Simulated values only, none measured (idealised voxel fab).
process module | voxel transistor to metal
cross-section cut | 160 nm wide | cells 5 nm
A cross-section is a grid of square cells, given in bands from the top down. A band is one or more rows of cells.
Each band's line starts with the height of the band's top and of its bottom, in nm. Then come its materials from left to right, each with its width in nm. One material with "throughout" fills the band from edge to edge. "air" is empty space.
Height 0 is the level under which the wafer as received is all one material. The lowest band goes on downwards, as in "0 down".
A width such as "30 to 40" changes by the same amount from each row of cells to the next, from the band's top row to its bottom row.
"no change" after a step means that no cell of the cross-section changed.
closed voids: empty space of 8 cells or more with no open way to the top, each as width x height at its distance from the left edge, in nm
after a step's settings: what the simulator itself notes on the step
overlay nm, on a step with a mask: how far to the right of its planned place the mask lay; to the left if negative
plan
1 op RECEIVE | material Si
2 op CONFORMAL_DEP | material SiO2 | thk nm 5
3 op CONFORMAL_DEP | material SiN | thk nm 10
4 op MASKED_ETCH | tone cover | mask id ACTIVE | width nm 125 | etch materials SiN | depth nm 10 | overlay nm 0
5 op MASKED_ETCH | tone cover | mask id ACTIVE | width nm 125 | etch materials SiO2 | depth nm 5 | overlay nm 0
6 op MASKED_ETCH | tone cover | mask id ACTIVE | width nm 125 | etch materials Si | depth nm 20 | overlay nm 0
7 op OXIDIZE | depth nm 5
8 op FILL_DEP | material SiO2 | thk nm 5
9 op CMP | height nm 15
10 op SELECTIVE_ETCH | etch materials SiO2 | depth nm 10
11 op STRIP | etch materials SiN
12 op SELECTIVE_ETCH | etch materials SiO2 | depth nm 5
13 op OXIDIZE | depth nm 5
14 op DIRECTIONAL_DEP | material polySi | thk nm 25
15 op DIRECTIONAL_DEP | material SiCN | thk nm 15
16 op PATTERN | tone cover | mask id GATE | material resist | width nm 35 | thk nm 15 | overlay nm 0
17 op DIRECTIONAL_ETCH | etch materials SiCN | depth nm 25
18 op DIRECTIONAL_ETCH | etch materials polySi | depth nm 35
19 op STRIP | etch materials resist
20 op CONFORMAL_DEP | material SiO2 | thk nm 5
21 op DIRECTIONAL_ETCH | etch materials SiO2 | depth nm 5
22 op CONFORMAL_DEP | material SiN | thk nm 10
23 op DIRECTIONAL_ETCH | etch materials SiN | depth nm 10
24 op DIRECTIONAL_ETCH | etch materials SiO2 | depth nm 5
25 op EPI | material SiGe | thk nm 5
26 op FILL_DEP | material SiO2 | thk nm 5
27 op CMP | height nm 25
28 op STRIP | etch materials polySi
29 op SELECTIVE_ETCH | etch materials SiO2 | depth nm 5
30 op CONFORMAL_DEP | material HfO2 | thk nm 5
31 op CONFORMAL_DEP | material TiN | thk nm 5
32 op FILL_DEP | material W | thk nm 10
33 op CMP | height nm 20
34 op DIRECTIONAL_DEP | material SiO2 | thk nm 15
35 op MASKED_ETCH | tone open | mask id CONTACT | width nm 20 | pitch nm 85 | etch materials SiO2 | depth nm 35 | overlay nm 0
36 op CONFORMAL_DEP | material TiN | thk nm 5
37 op FILL_DEP | material Ru | thk nm 5
38 op CMP | height nm 35
39 op CONFORMAL_DEP | material SiCN | thk nm 5
40 op DIRECTIONAL_DEP | material SiO2 | thk nm 20
41 op DIRECTIONAL_DEP | material aC | thk nm 10
42 op PATTERN | tone open | mask id METAL_1 | material resist | width nm 20 | pitch nm 85 | thk nm 25 | overlay nm 0
43 op DIRECTIONAL_ETCH | etch materials aC | depth nm 10
44 op STRIP | etch materials resist
45 op DIRECTIONAL_ETCH | etch materials SiO2 | depth nm 20
46 op DIRECTIONAL_ETCH | etch materials SiCN | depth nm 5
47 op STRIP | etch materials aC
48 op CONFORMAL_DEP | material TiN | thk nm 5
49 op FILL_DEP | material Cu | thk nm 5
50 op CMP | height nm 60
51 op CONFORMAL_DEP | material SiCN | thk nm 5
52 op DIRECTIONAL_DEP | material lowk | thk nm 25
53 op PATTERN | tone open | mask id METAL_2 | material resist | width nm 20 | pitch nm 85 | thk nm 20 | overlay nm 0
54 op DIRECTIONAL_ETCH | etch materials lowk | depth nm 15
55 op STRIP | etch materials resist
56 op MASKED_ETCH | tone open | mask id METAL_2_HOLES | width nm 15 | pitch nm 85 | etch materials lowk | depth nm 10 | overlay nm 0
57 op MASKED_ETCH | tone open | mask id METAL_2_HOLES | width nm 15 | pitch nm 85 | etch materials SiCN | depth nm 5 | overlay nm 0
58 op CONFORMAL_DEP | material TiN | thk nm 5
59 op FILL_DEP | material Cu | thk nm 10
60 op CMP | height nm 90
61 op CONFORMAL_DEP | material SiN | thk nm 5
first wafer, as planned
as received, after step 1
  0 down: Si throughout
  closed voids: none
after step 2
  5 to 0: SiO2 throughout
  below 0: unchanged
after step 3
  15 to 5: SiN throughout
  below 5: unchanged
after step 4
  15 to 5: air 15 | SiN 125 | air 20
  below 5: unchanged
after step 5
  15 to 5: air 15 | SiN 125 | air 20
  5 to 0: air 15 | SiO2 125 | air 20
  below 0: unchanged
after step 6
  15 to 5: air 15 | SiN 125 | air 20
  5 to 0: air 15 | SiO2 125 | air 20
  0 to -20: air 15 | Si 125 | air 20
  below -20: unchanged
after step 7
  15 to 5: air 15 | SiN 125 | air 20
  5 to 0: air 15 | SiO2 125 | air 20
  0 to -20: air 15 | SiO2 5 | Si 115 | SiO2 5 | air 20
  -20 to -25: SiO2 20 | Si 115 | SiO2 25
  below -25: unchanged
after step 8
  20 to 15: SiO2 throughout
  15 to 5: SiO2 15 | SiN 125 | SiO2 20
  5 to 0: SiO2 throughout
  0 to -25: SiO2 20 | Si 115 | SiO2 25
  below -25: unchanged
after step 9
  15 to 5: SiO2 15 | SiN 125 | SiO2 20
  below 5: unchanged
after step 10
  15 to 5: air 15 | SiN 125 | air 20
  below 5: unchanged
after step 11
  5 to 0: SiO2 throughout
  below 0: unchanged
after step 12
  0 to -25: SiO2 20 | Si 115 | SiO2 25
  below -25: unchanged
after step 13
  0 to -5: SiO2 throughout
  below -5: unchanged
after step 14
  25 to 0: polySi throughout
  below 0: unchanged
after step 15
  40 to 25: SiCN throughout
  below 25: unchanged
after step 16
  55 to 40: air 60 | resist 35 | air 65
  below 40: unchanged
after step 17
  55 to 40: air 60 | resist 35 | air 65
  40 to 25: air 60 | SiCN 35 | air 65
  below 25: unchanged
after step 18
  55 to 40: air 60 | resist 35 | air 65
  40 to 25: air 60 | SiCN 35 | air 65
  25 to 0: air 60 | polySi 35 | air 65
  below 0: unchanged
after step 19
  40 to 25: air 60 | SiCN 35 | air 65
  below 25: unchanged
after step 20
  45 to 40: air 55 | SiO2 45 | air 60
  40 to 25: air 55 | SiO2 5 | SiCN 35 | SiO2 5 | air 60
  25 to 5: air 55 | SiO2 5 | polySi 35 | SiO2 5 | air 60
  5 to 0: SiO2 60 | polySi 35 | SiO2 65
  below 0: unchanged
after step 21
  40 to 25: air 55 | SiO2 5 | SiCN 35 | SiO2 5 | air 60
  25 to 0: air 55 | SiO2 5 | polySi 35 | SiO2 5 | air 60
  below 0: unchanged
after step 22
  50 to 40: air 45 | SiN 65 | air 50
  40 to 25: air 45 | SiN 10 | SiO2 5 | SiCN 35 | SiO2 5 | SiN 10 | air 50
  25 to 10: air 45 | SiN 10 | SiO2 5 | polySi 35 | SiO2 5 | SiN 10 | air 50
  10 to 0: SiN 55 | SiO2 5 | polySi 35 | SiO2 5 | SiN 60
  below 0: unchanged
after step 23
  40 to 25: air 45 | SiN 10 | SiO2 5 | SiCN 35 | SiO2 5 | SiN 10 | air 50
  25 to 0: air 45 | SiN 10 | SiO2 5 | polySi 35 | SiO2 5 | SiN 10 | air 50
  below 0: unchanged
after step 24
  40 to 35: air 45 | SiN 10 | air 5 | SiCN 35 | air 5 | SiN 10 | air 50
  35 to 25: air 45 | SiN 10 | SiO2 5 | SiCN 35 | SiO2 5 | SiN 10 | air 50
  25 to 0: air 45 | SiN 10 | SiO2 5 | polySi 35 | SiO2 5 | SiN 10 | air 50
  0 to -5: air 45 | SiO2 65 | air 50
  below -5: unchanged
after step 25
  40 to 35: air 45 | SiN 10 | air 5 | SiCN 35 | air 5 | SiN 10 | air 50
  35 to 25: air 45 | SiN 10 | SiO2 5 | SiCN 35 | SiO2 5 | SiN 10 | air 50
  25 to 0: air 45 | SiN 10 | SiO2 5 | polySi 35 | SiO2 5 | SiN 10 | air 50
  0 to -5: air 15 | SiGe 30 | SiO2 65 | SiGe 30 | air 20
  below -5: unchanged
after step 26
  45 to 40: SiO2 throughout
  40 to 25: SiO2 45 | SiN 10 | SiO2 5 | SiCN 35 | SiO2 5 | SiN 10 | SiO2 50
  25 to 0: SiO2 45 | SiN 10 | SiO2 5 | polySi 35 | SiO2 5 | SiN 10 | SiO2 50
  0 to -5: SiO2 15 | SiGe 30 | SiO2 65 | SiGe 30 | SiO2 20
  below -5: unchanged
after step 27
  25 to 0: SiO2 45 | SiN 10 | SiO2 5 | polySi 35 | SiO2 5 | SiN 10 | SiO2 50
  below 0: unchanged
after step 28
  25 to 0: SiO2 45 | SiN 10 | SiO2 5 | air 35 | SiO2 5 | SiN 10 | SiO2 50
  below 0: unchanged
after step 29
  25 to 20: air 45 | SiN 10 | air 45 | SiN 10 | air 50
  20 to 0: SiO2 45 | SiN 10 | air 45 | SiN 10 | SiO2 50
  0 to -5: SiO2 15 | SiGe 30 | SiO2 10 | air 45 | SiO2 10 | SiGe 30 | SiO2 20
  below -5: unchanged
after step 30
  30 to 25: air 40 | HfO2 20 | air 35 | HfO2 20 | air 45
  25 to 20: HfO2 45 | SiN 10 | HfO2 5 | air 35 | HfO2 5 | SiN 10 | HfO2 50
  20 to 0: SiO2 45 | SiN 10 | HfO2 5 | air 35 | HfO2 5 | SiN 10 | SiO2 50
  0 to -5: SiO2 15 | SiGe 30 | SiO2 10 | HfO2 45 | SiO2 10 | SiGe 30 | SiO2 20
  below -5: unchanged
after step 31
  35 to 30: air 35 | TiN 30 | air 25 | TiN 30 | air 40
  30 to 25: TiN 40 | HfO2 20 | TiN 5 | air 25 | TiN 5 | HfO2 20 | TiN 45
  25 to 20: HfO2 45 | SiN 10 | HfO2 5 | TiN 5 | air 25 | TiN 5 | HfO2 5 | SiN 10 | HfO2 50
  20 to 5: SiO2 45 | SiN 10 | HfO2 5 | TiN 5 | air 25 | TiN 5 | HfO2 5 | SiN 10 | SiO2 50
  5 to 0: SiO2 45 | SiN 10 | HfO2 5 | TiN 35 | HfO2 5 | SiN 10 | SiO2 50
  below 0: unchanged
after step 32
  45 to 35: W throughout
  35 to 30: W 35 | TiN 30 | W 25 | TiN 30 | W 40
  30 to 25: TiN 40 | HfO2 20 | TiN 5 | W 25 | TiN 5 | HfO2 20 | TiN 45
  25 to 20: HfO2 45 | SiN 10 | HfO2 5 | TiN 5 | W 25 | TiN 5 | HfO2 5 | SiN 10 | HfO2 50
  20 to 5: SiO2 45 | SiN 10 | HfO2 5 | TiN 5 | W 25 | TiN 5 | HfO2 5 | SiN 10 | SiO2 50
  below 5: unchanged
after step 33
  20 to 5: SiO2 45 | SiN 10 | HfO2 5 | TiN 5 | W 25 | TiN 5 | HfO2 5 | SiN 10 | SiO2 50
  below 5: unchanged
after step 34
  35 to 20: SiO2 throughout
  below 20: unchanged
after step 35
  35 to 20: SiO2 25 | air 20 | SiO2 65 | air 20 | SiO2 30
  20 to 5: SiO2 25 | air 20 | SiN 10 | HfO2 5 | TiN 5 | W 25 | TiN 5 | HfO2 5 | SiN 10 | air 20 | SiO2 30
  5 to 0: SiO2 25 | air 20 | SiN 10 | HfO2 5 | TiN 35 | HfO2 5 | SiN 10 | air 20 | SiO2 30
  below 0: unchanged
after step 36
  40 to 35: TiN 30 | air 10 | TiN 75 | air 10 | TiN 35
  35 to 20: SiO2 25 | TiN 5 | air 10 | TiN 5 | SiO2 65 | TiN 5 | air 10 | TiN 5 | SiO2 30
  20 to 5: SiO2 25 | TiN 5 | air 10 | TiN 5 | SiN 10 | HfO2 5 | TiN 5 | W 25 | TiN 5 | HfO2 5 | SiN 10 | TiN 5 | air 10 | TiN 5 | SiO2 30
  5 to 0: SiO2 25 | TiN 20 | SiN 10 | HfO2 5 | TiN 35 | HfO2 5 | SiN 10 | TiN 20 | SiO2 30
  below 0: unchanged
after step 37
  45 to 40: Ru throughout
  40 to 35: TiN 30 | Ru 10 | TiN 75 | Ru 10 | TiN 35
  35 to 20: SiO2 25 | TiN 5 | Ru 10 | TiN 5 | SiO2 65 | TiN 5 | Ru 10 | TiN 5 | SiO2 30
  20 to 5: SiO2 25 | TiN 5 | Ru 10 | TiN 5 | SiN 10 | HfO2 5 | TiN 5 | W 25 | TiN 5 | HfO2 5 | SiN 10 | TiN 5 | Ru 10 | TiN 5 | SiO2 30
  below 5: unchanged
after step 38
  35 to 20: SiO2 25 | TiN 5 | Ru 10 | TiN 5 | SiO2 65 | TiN 5 | Ru 10 | TiN 5 | SiO2 30
  below 20: unchanged
after step 39
  40 to 35: SiCN throughout
  below 35: unchanged
after step 40
  60 to 40: SiO2 throughout
  below 40: unchanged
after step 41
  70 to 60: aC throughout
  below 60: unchanged
after step 42
  95 to 70: resist 25 | air 20 | resist 65 | air 20 | resist 30
  below 70: unchanged
after step 43
  85 to 70: resist 25 | air 20 | resist 65 | air 20 | resist 30
  70 to 60: aC 25 | air 20 | aC 65 | air 20 | aC 30
  below 60: unchanged
after step 44
  70 to 60: aC 25 | air 20 | aC 65 | air 20 | aC 30
  below 60: unchanged
after step 45
  70 to 60: aC 25 | air 20 | aC 65 | air 20 | aC 30
  60 to 40: SiO2 25 | air 20 | SiO2 65 | air 20 | SiO2 30
  below 40: unchanged
after step 46
  70 to 60: aC 25 | air 20 | aC 65 | air 20 | aC 30
  60 to 40: SiO2 25 | air 20 | SiO2 65 | air 20 | SiO2 30
  40 to 35: SiCN 25 | air 20 | SiCN 65 | air 20 | SiCN 30
  below 35: unchanged
after step 47
  60 to 40: SiO2 25 | air 20 | SiO2 65 | air 20 | SiO2 30
  below 40: unchanged
after step 48
  65 to 60: TiN 30 | air 10 | TiN 75 | air 10 | TiN 35
  60 to 40: SiO2 25 | TiN 5 | air 10 | TiN 5 | SiO2 65 | TiN 5 | air 10 | TiN 5 | SiO2 30
  40 to 35: SiCN 25 | TiN 20 | SiCN 65 | TiN 20 | SiCN 30
  below 35: unchanged
after step 49
  70 to 65: Cu throughout
  65 to 60: TiN 30 | Cu 10 | TiN 75 | Cu 10 | TiN 35
  60 to 40: SiO2 25 | TiN 5 | Cu 10 | TiN 5 | SiO2 65 | TiN 5 | Cu 10 | TiN 5 | SiO2 30
  below 40: unchanged
after step 50
  60 to 40: SiO2 25 | TiN 5 | Cu 10 | TiN 5 | SiO2 65 | TiN 5 | Cu 10 | TiN 5 | SiO2 30
  below 40: unchanged
after step 51
  65 to 60: SiCN throughout
  below 60: unchanged
after step 52
  90 to 65: lowk throughout
  below 65: unchanged
after step 53
  110 to 90: resist 25 | air 20 | resist 65 | air 20 | resist 30
  below 90: unchanged
after step 54
  110 to 90: resist 25 | air 20 | resist 65 | air 20 | resist 30
  90 to 75: lowk 25 | air 20 | lowk 65 | air 20 | lowk 30
  below 75: unchanged
after step 55
  90 to 75: lowk 25 | air 20 | lowk 65 | air 20 | lowk 30
  below 75: unchanged
after step 56
  90 to 75: lowk 25 | air 20 | lowk 65 | air 20 | lowk 30
  75 to 65: lowk 25 | air 15 | lowk 70 | air 15 | lowk 35
  below 65: unchanged
after step 57
  90 to 75: lowk 25 | air 20 | lowk 65 | air 20 | lowk 30
  75 to 65: lowk 25 | air 15 | lowk 70 | air 15 | lowk 35
  65 to 60: SiCN 25 | air 15 | SiCN 70 | air 15 | SiCN 35
  below 60: unchanged
after step 58
  95 to 90: TiN 30 | air 10 | TiN 75 | air 10 | TiN 35
  90 to 80: lowk 25 | TiN 5 | air 10 | TiN 5 | lowk 65 | TiN 5 | air 10 | TiN 5 | lowk 30
  80 to 75: lowk 25 | TiN 5 | air 5 | TiN 10 | lowk 65 | TiN 5 | air 5 | TiN 10 | lowk 30
  75 to 65: lowk 25 | TiN 5 | air 5 | TiN 5 | lowk 70 | TiN 5 | air 5 | TiN 5 | lowk 35
  65 to 60: SiCN 25 | TiN 15 | SiCN 70 | TiN 15 | SiCN 35
  below 60: unchanged
after step 59
  105 to 95: Cu throughout
  95 to 90: TiN 30 | Cu 10 | TiN 75 | Cu 10 | TiN 35
  90 to 80: lowk 25 | TiN 5 | Cu 10 | TiN 5 | lowk 65 | TiN 5 | Cu 10 | TiN 5 | lowk 30
  80 to 75: lowk 25 | TiN 5 | Cu 5 | TiN 10 | lowk 65 | TiN 5 | Cu 5 | TiN 10 | lowk 30
  75 to 65: lowk 25 | TiN 5 | Cu 5 | TiN 5 | lowk 70 | TiN 5 | Cu 5 | TiN 5 | lowk 35
  below 65: unchanged
after step 60
  90 to 80: lowk 25 | TiN 5 | Cu 10 | TiN 5 | lowk 65 | TiN 5 | Cu 10 | TiN 5 | lowk 30
  below 80: unchanged
after step 61
  95 to 90: SiN throughout
  below 90: unchanged
second wafer: like start, like plan, one mistake. Through step 5 it matches the first wafer
when step 6 should have ended
  15 to 5: air 15 | SiN 125 | air 20
  5 to 0: air 15 | SiO2 125 | air 20
  0 to -40: air 15 | Si 125 | air 20
  below -40: unchanged
when step 7 should have ended
  15 to 5: air 15 | SiN 125 | air 20
  5 to 0: air 15 | SiO2 125 | air 20
  0 to -40: air 15 | SiO2 5 | Si 115 | SiO2 5 | air 20
  -40 to -45: SiO2 20 | Si 115 | SiO2 25
  below -45: unchanged
when step 8 should have ended
  20 to 15: SiO2 throughout
  15 to 5: SiO2 15 | SiN 125 | SiO2 20
  5 to 0: SiO2 throughout
  0 to -45: SiO2 20 | Si 115 | SiO2 25
  below -45: unchanged
when step 9 should have ended
  15 to 5: SiO2 15 | SiN 125 | SiO2 20
  below 5: unchanged
when step 10 should have ended
  15 to 5: air 15 | SiN 125 | air 20
  below 5: unchanged
when step 11 should have ended
  5 to 0: SiO2 throughout
  below 0: unchanged
when step 12 should have ended
  0 to -45: SiO2 20 | Si 115 | SiO2 25
  below -45: unchanged
when step 13 should have ended
  0 to -5: SiO2 throughout
  below -5: unchanged
when step 14 should have ended
  25 to 0: polySi throughout
  below 0: unchanged
when step 15 should have ended
  40 to 25: SiCN throughout
  below 25: unchanged
when step 16 should have ended
  55 to 40: air 60 | resist 35 | air 65
  below 40: unchanged
when step 17 should have ended
  55 to 40: air 60 | resist 35 | air 65
  40 to 25: air 60 | SiCN 35 | air 65
  below 25: unchanged
when step 18 should have ended
  55 to 40: air 60 | resist 35 | air 65
  40 to 25: air 60 | SiCN 35 | air 65
  25 to 0: air 60 | polySi 35 | air 65
  below 0: unchanged
when step 19 should have ended
  40 to 25: air 60 | SiCN 35 | air 65
  below 25: unchanged
when step 20 should have ended
  45 to 40: air 55 | SiO2 45 | air 60
  40 to 25: air 55 | SiO2 5 | SiCN 35 | SiO2 5 | air 60
  25 to 5: air 55 | SiO2 5 | polySi 35 | SiO2 5 | air 60
  5 to 0: SiO2 60 | polySi 35 | SiO2 65
  below 0: unchanged
when step 21 should have ended
  40 to 25: air 55 | SiO2 5 | SiCN 35 | SiO2 5 | air 60
  25 to 0: air 55 | SiO2 5 | polySi 35 | SiO2 5 | air 60
  below 0: unchanged
when step 22 should have ended
  50 to 40: air 45 | SiN 65 | air 50
  40 to 25: air 45 | SiN 10 | SiO2 5 | SiCN 35 | SiO2 5 | SiN 10 | air 50
  25 to 10: air 45 | SiN 10 | SiO2 5 | polySi 35 | SiO2 5 | SiN 10 | air 50
  10 to 0: SiN 55 | SiO2 5 | polySi 35 | SiO2 5 | SiN 60
  below 0: unchanged
when step 23 should have ended
  40 to 25: air 45 | SiN 10 | SiO2 5 | SiCN 35 | SiO2 5 | SiN 10 | air 50
  25 to 0: air 45 | SiN 10 | SiO2 5 | polySi 35 | SiO2 5 | SiN 10 | air 50
  below 0: unchanged
when step 24 should have ended
  40 to 35: air 45 | SiN 10 | air 5 | SiCN 35 | air 5 | SiN 10 | air 50
  35 to 25: air 45 | SiN 10 | SiO2 5 | SiCN 35 | SiO2 5 | SiN 10 | air 50
  25 to 0: air 45 | SiN 10 | SiO2 5 | polySi 35 | SiO2 5 | SiN 10 | air 50
  0 to -5: air 45 | SiO2 65 | air 50
  below -5: unchanged
when step 25 should have ended
  40 to 35: air 45 | SiN 10 | air 5 | SiCN 35 | air 5 | SiN 10 | air 50
  35 to 25: air 45 | SiN 10 | SiO2 5 | SiCN 35 | SiO2 5 | SiN 10 | air 50
  25 to 0: air 45 | SiN 10 | SiO2 5 | polySi 35 | SiO2 5 | SiN 10 | air 50
  0 to -5: air 15 | SiGe 30 | SiO2 65 | SiGe 30 | air 20
  below -5: unchanged
when step 26 should have ended
  45 to 40: SiO2 throughout
  40 to 25: SiO2 45 | SiN 10 | SiO2 5 | SiCN 35 | SiO2 5 | SiN 10 | SiO2 50
  25 to 0: SiO2 45 | SiN 10 | SiO2 5 | polySi 35 | SiO2 5 | SiN 10 | SiO2 50
  0 to -5: SiO2 15 | SiGe 30 | SiO2 65 | SiGe 30 | SiO2 20
  below -5: unchanged
when step 27 should have ended
  25 to 0: SiO2 45 | SiN 10 | SiO2 5 | polySi 35 | SiO2 5 | SiN 10 | SiO2 50
  below 0: unchanged
when step 28 should have ended
  25 to 0: SiO2 45 | SiN 10 | SiO2 5 | air 35 | SiO2 5 | SiN 10 | SiO2 50
  below 0: unchanged
when step 29 should have ended
  25 to 20: air 45 | SiN 10 | air 45 | SiN 10 | air 50
  20 to 0: SiO2 45 | SiN 10 | air 45 | SiN 10 | SiO2 50
  0 to -5: SiO2 15 | SiGe 30 | SiO2 10 | air 45 | SiO2 10 | SiGe 30 | SiO2 20
  below -5: unchanged
when step 30 should have ended
  30 to 25: air 40 | HfO2 20 | air 35 | HfO2 20 | air 45
  25 to 20: HfO2 45 | SiN 10 | HfO2 5 | air 35 | HfO2 5 | SiN 10 | HfO2 50
  20 to 0: SiO2 45 | SiN 10 | HfO2 5 | air 35 | HfO2 5 | SiN 10 | SiO2 50
  0 to -5: SiO2 15 | SiGe 30 | SiO2 10 | HfO2 45 | SiO2 10 | SiGe 30 | SiO2 20
  below -5: unchanged
when step 31 should have ended
  35 to 30: air 35 | TiN 30 | air 25 | TiN 30 | air 40
  30 to 25: TiN 40 | HfO2 20 | TiN 5 | air 25 | TiN 5 | HfO2 20 | TiN 45
  25 to 20: HfO2 45 | SiN 10 | HfO2 5 | TiN 5 | air 25 | TiN 5 | HfO2 5 | SiN 10 | HfO2 50
  20 to 5: SiO2 45 | SiN 10 | HfO2 5 | TiN 5 | air 25 | TiN 5 | HfO2 5 | SiN 10 | SiO2 50
  5 to 0: SiO2 45 | SiN 10 | HfO2 5 | TiN 35 | HfO2 5 | SiN 10 | SiO2 50
  below 0: unchanged
when step 32 should have ended
  45 to 35: W throughout
  35 to 30: W 35 | TiN 30 | W 25 | TiN 30 | W 40
  30 to 25: TiN 40 | HfO2 20 | TiN 5 | W 25 | TiN 5 | HfO2 20 | TiN 45
  25 to 20: HfO2 45 | SiN 10 | HfO2 5 | TiN 5 | W 25 | TiN 5 | HfO2 5 | SiN 10 | HfO2 50
  20 to 5: SiO2 45 | SiN 10 | HfO2 5 | TiN 5 | W 25 | TiN 5 | HfO2 5 | SiN 10 | SiO2 50
  below 5: unchanged
when step 33 should have ended
  20 to 5: SiO2 45 | SiN 10 | HfO2 5 | TiN 5 | W 25 | TiN 5 | HfO2 5 | SiN 10 | SiO2 50
  below 5: unchanged
when step 34 should have ended
  35 to 20: SiO2 throughout
  below 20: unchanged
when step 35 should have ended
  35 to 20: SiO2 25 | air 20 | SiO2 65 | air 20 | SiO2 30
  20 to 5: SiO2 25 | air 20 | SiN 10 | HfO2 5 | TiN 5 | W 25 | TiN 5 | HfO2 5 | SiN 10 | air 20 | SiO2 30
  5 to 0: SiO2 25 | air 20 | SiN 10 | HfO2 5 | TiN 35 | HfO2 5 | SiN 10 | air 20 | SiO2 30
  below 0: unchanged
when step 36 should have ended
  40 to 35: TiN 30 | air 10 | TiN 75 | air 10 | TiN 35
  35 to 20: SiO2 25 | TiN 5 | air 10 | TiN 5 | SiO2 65 | TiN 5 | air 10 | TiN 5 | SiO2 30
  20 to 5: SiO2 25 | TiN 5 | air 10 | TiN 5 | SiN 10 | HfO2 5 | TiN 5 | W 25 | TiN 5 | HfO2 5 | SiN 10 | TiN 5 | air 10 | TiN 5 | SiO2 30
  5 to 0: SiO2 25 | TiN 20 | SiN 10 | HfO2 5 | TiN 35 | HfO2 5 | SiN 10 | TiN 20 | SiO2 30
  below 0: unchanged
when step 37 should have ended
  45 to 40: Ru throughout
  40 to 35: TiN 30 | Ru 10 | TiN 75 | Ru 10 | TiN 35
  35 to 20: SiO2 25 | TiN 5 | Ru 10 | TiN 5 | SiO2 65 | TiN 5 | Ru 10 | TiN 5 | SiO2 30
  20 to 5: SiO2 25 | TiN 5 | Ru 10 | TiN 5 | SiN 10 | HfO2 5 | TiN 5 | W 25 | TiN 5 | HfO2 5 | SiN 10 | TiN 5 | Ru 10 | TiN 5 | SiO2 30
  below 5: unchanged
when step 38 should have ended
  35 to 20: SiO2 25 | TiN 5 | Ru 10 | TiN 5 | SiO2 65 | TiN 5 | Ru 10 | TiN 5 | SiO2 30
  below 20: unchanged
when step 39 should have ended
  40 to 35: SiCN throughout
  below 35: unchanged
when step 40 should have ended
  60 to 40: SiO2 throughout
  below 40: unchanged
when step 41 should have ended
  70 to 60: aC throughout
  below 60: unchanged
when step 42 should have ended
  95 to 70: resist 25 | air 20 | resist 65 | air 20 | resist 30
  below 70: unchanged
when step 43 should have ended
  85 to 70: resist 25 | air 20 | resist 65 | air 20 | resist 30
  70 to 60: aC 25 | air 20 | aC 65 | air 20 | aC 30
  below 60: unchanged
when step 44 should have ended
  70 to 60: aC 25 | air 20 | aC 65 | air 20 | aC 30
  below 60: unchanged
when step 45 should have ended
  70 to 60: aC 25 | air 20 | aC 65 | air 20 | aC 30
  60 to 40: SiO2 25 | air 20 | SiO2 65 | air 20 | SiO2 30
  below 40: unchanged
when step 46 should have ended
  70 to 60: aC 25 | air 20 | aC 65 | air 20 | aC 30
  60 to 40: SiO2 25 | air 20 | SiO2 65 | air 20 | SiO2 30
  40 to 35: SiCN 25 | air 20 | SiCN 65 | air 20 | SiCN 30
  below 35: unchanged
when step 47 should have ended
  60 to 40: SiO2 25 | air 20 | SiO2 65 | air 20 | SiO2 30
  below 40: unchanged
when step 48 should have ended
  65 to 60: TiN 30 | air 10 | TiN 75 | air 10 | TiN 35
  60 to 40: SiO2 25 | TiN 5 | air 10 | TiN 5 | SiO2 65 | TiN 5 | air 10 | TiN 5 | SiO2 30
  40 to 35: SiCN 25 | TiN 20 | SiCN 65 | TiN 20 | SiCN 30
  below 35: unchanged
when step 49 should have ended
  70 to 65: Cu throughout
  65 to 60: TiN 30 | Cu 10 | TiN 75 | Cu 10 | TiN 35
  60 to 40: SiO2 25 | TiN 5 | Cu 10 | TiN 5 | SiO2 65 | TiN 5 | Cu 10 | TiN 5 | SiO2 30
  below 40: unchanged
when step 50 should have ended
  60 to 40: SiO2 25 | TiN 5 | Cu 10 | TiN 5 | SiO2 65 | TiN 5 | Cu 10 | TiN 5 | SiO2 30
  below 40: unchanged
when step 51 should have ended
  65 to 60: SiCN throughout
  below 60: unchanged
when step 52 should have ended
  90 to 65: lowk throughout
  below 65: unchanged
when step 53 should have ended
  110 to 90: resist 25 | air 20 | resist 65 | air 20 | resist 30
  below 90: unchanged
when step 54 should have ended
  110 to 90: resist 25 | air 20 | resist 65 | air 20 | resist 30
  90 to 75: lowk 25 | air 20 | lowk 65 | air 20 | lowk 30
  below 75: unchanged
when step 55 should have ended
  90 to 75: lowk 25 | air 20 | lowk 65 | air 20 | lowk 30
  below 75: unchanged
when step 56 should have ended
  90 to 75: lowk 25 | air 20 | lowk 65 | air 20 | lowk 30
  75 to 65: lowk 25 | air 15 | lowk 70 | air 15 | lowk 35
  below 65: unchanged
when step 57 should have ended
  90 to 75: lowk 25 | air 20 | lowk 65 | air 20 | lowk 30
  75 to 65: lowk 25 | air 15 | lowk 70 | air 15 | lowk 35
  65 to 60: SiCN 25 | air 15 | SiCN 70 | air 15 | SiCN 35
  below 60: unchanged
when step 58 should have ended
  95 to 90: TiN 30 | air 10 | TiN 75 | air 10 | TiN 35
  90 to 80: lowk 25 | TiN 5 | air 10 | TiN 5 | lowk 65 | TiN 5 | air 10 | TiN 5 | lowk 30
  80 to 75: lowk 25 | TiN 5 | air 5 | TiN 10 | lowk 65 | TiN 5 | air 5 | TiN 10 | lowk 30
  75 to 65: lowk 25 | TiN 5 | air 5 | TiN 5 | lowk 70 | TiN 5 | air 5 | TiN 5 | lowk 35
  65 to 60: SiCN 25 | TiN 15 | SiCN 70 | TiN 15 | SiCN 35
  below 60: unchanged
when step 59 should have ended
  105 to 95: Cu throughout
  95 to 90: TiN 30 | Cu 10 | TiN 75 | Cu 10 | TiN 35
  90 to 80: lowk 25 | TiN 5 | Cu 10 | TiN 5 | lowk 65 | TiN 5 | Cu 10 | TiN 5 | lowk 30
  80 to 75: lowk 25 | TiN 5 | Cu 5 | TiN 10 | lowk 65 | TiN 5 | Cu 5 | TiN 10 | lowk 30
  75 to 65: lowk 25 | TiN 5 | Cu 5 | TiN 5 | lowk 70 | TiN 5 | Cu 5 | TiN 5 | lowk 35
  below 65: unchanged
when step 60 should have ended
  90 to 80: lowk 25 | TiN 5 | Cu 10 | TiN 5 | lowk 65 | TiN 5 | Cu 10 | TiN 5 | lowk 30
  below 80: unchanged
when step 61 should have ended
  95 to 90: SiN throughout
  below 90: unchanged
what went wrong: step 6 was run twice
at the end the second wafer has, in cells: 36 fewer of Si | 36 more of SiO2
